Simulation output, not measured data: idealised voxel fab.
Process module in this document: voxel self aligned vias
Displayed cross-section: cut, width of 140 nm, square cells sized 5 nm.
Cross-sections here: square-cell grids, written as top-down lists of bands, a band being one or more rows of cells. Heads up on the band format: heights come first, top then bottom, in nm. After that it's the materials left to right, each with its width in nm. A single material flagged "everywhere" fills the whole band edge to edge, and "blank" means there's empty space there. Heads up on the height convention: 0 is the point under which the incoming wafer is all one material, and the lowest band has no bottom, it just keeps going down, like "0..down". Top row gets the first number, bottom row gets the second, and each row in between changes by the same step: that is how a band width like "30->40" works. Take "same as before" at face value: in the step it is given for, the cross-section changed in none of its cells. Trapped voids: empty space of 8 cells or more with no open way to the top, each as width x height at its distance from the left edge, in nm. Post-settings text on a step line: simulator's own remark regarding the step. overlay nm: where the mask lay relative to plan, measured to the right, on steps with a mask; negatives go left.
PLANNED STEP LIST FOR THE PROCESS
1: RECEIVE,material Si
2: CONFORMAL_DEP,material SiO2,thk nm 15
3: CONFORMAL_DEP,material SiCN,thk nm 5
4: DIRECTIONAL_DEP,material SiO2,thk nm 30
5: DIRECTIONAL_DEP,material aC,thk nm 10
6: PATTERN,tone open,mask id LINES,material resist,width nm 25,pitch nm 60,thk nm 30,overlay nm 0
7: DIRECTIONAL_ETCH,etch materials aC,depth nm 10
8: STRIP,etch materials resist
9: DIRECTIONAL_ETCH,etch materials SiO2,depth nm 30
10: STRIP,etch materials aC
11: CONFORMAL_DEP,material TiN,thk nm 5
12: FILL_DEP,material W,thk nm 10
13: CMP,height nm 50
14: SELECTIVE_ETCH,etch materials W Ru TiN,depth nm 5
15: FILL_DEP,material SiN,thk nm 10
16: CMP,height nm 50
17: DIRECTIONAL_DEP,material SiO2,thk nm 20
18: DIRECTIONAL_DEP,material aC,thk nm 15
19: PATTERN,tone open,mask id VIAS,material resist,width nm 35,thk nm 35,overlay nm 0
20: DIRECTIONAL_ETCH,etch materials aC,depth nm 15
21: STRIP,etch materials resist
22: DIRECTIONAL_ETCH,etch materials SiO2,depth nm 20
23: DIRECTIONAL_ETCH,etch materials SiN,depth nm 5
24: STRIP,etch materials aC
25: CONFORMAL_DEP,material TiN,thk nm 5
26: FILL_DEP,material Ru,thk nm 10
27: CMP,height nm 70
28: CONFORMAL_DEP,material SiN,thk nm 5
CROSS-SECTION, INCOMING MATERIAL, AFTER STEP 1
  0..down  Si everywhere
  Trapped voids: none
STARTING WAFER: ABOVE. PLAN: ABOVE. RUN: ONE MISTAKE. CROSS-SECTION AFTER THE MODULE: BELOW
  75..70  SiN everywhere
  70..55  15 Ru, 5 TiN, 35 SiO2, 5 TiN, 80 Ru
  55..50  20 TiN, 35 SiO2, 35 TiN, 15 Ru, 35 TiN
  50..45  25 SiO2, 25 SiN, 35 SiO2, 25 TiN, 30 SiO2
  45..25  25 SiO2, 5 TiN, 15 W, 5 TiN, 35 SiO2, 5 TiN, 15 W, 5 TiN, 30 SiO2
  25..20  25 SiO2, 25 TiN, 35 SiO2, 25 TiN, 30 SiO2
  20..15  SiCN everywhere
  15..0  SiO2 everywhere
  0..down  Si everywhere
  Trapped voids: none
Deviation from plan: step 19 deviated from plan and actually ran as PATTERN,tone cover,mask id VIAS,material resist,width nm 35,thk nm 35,overlay nm 0
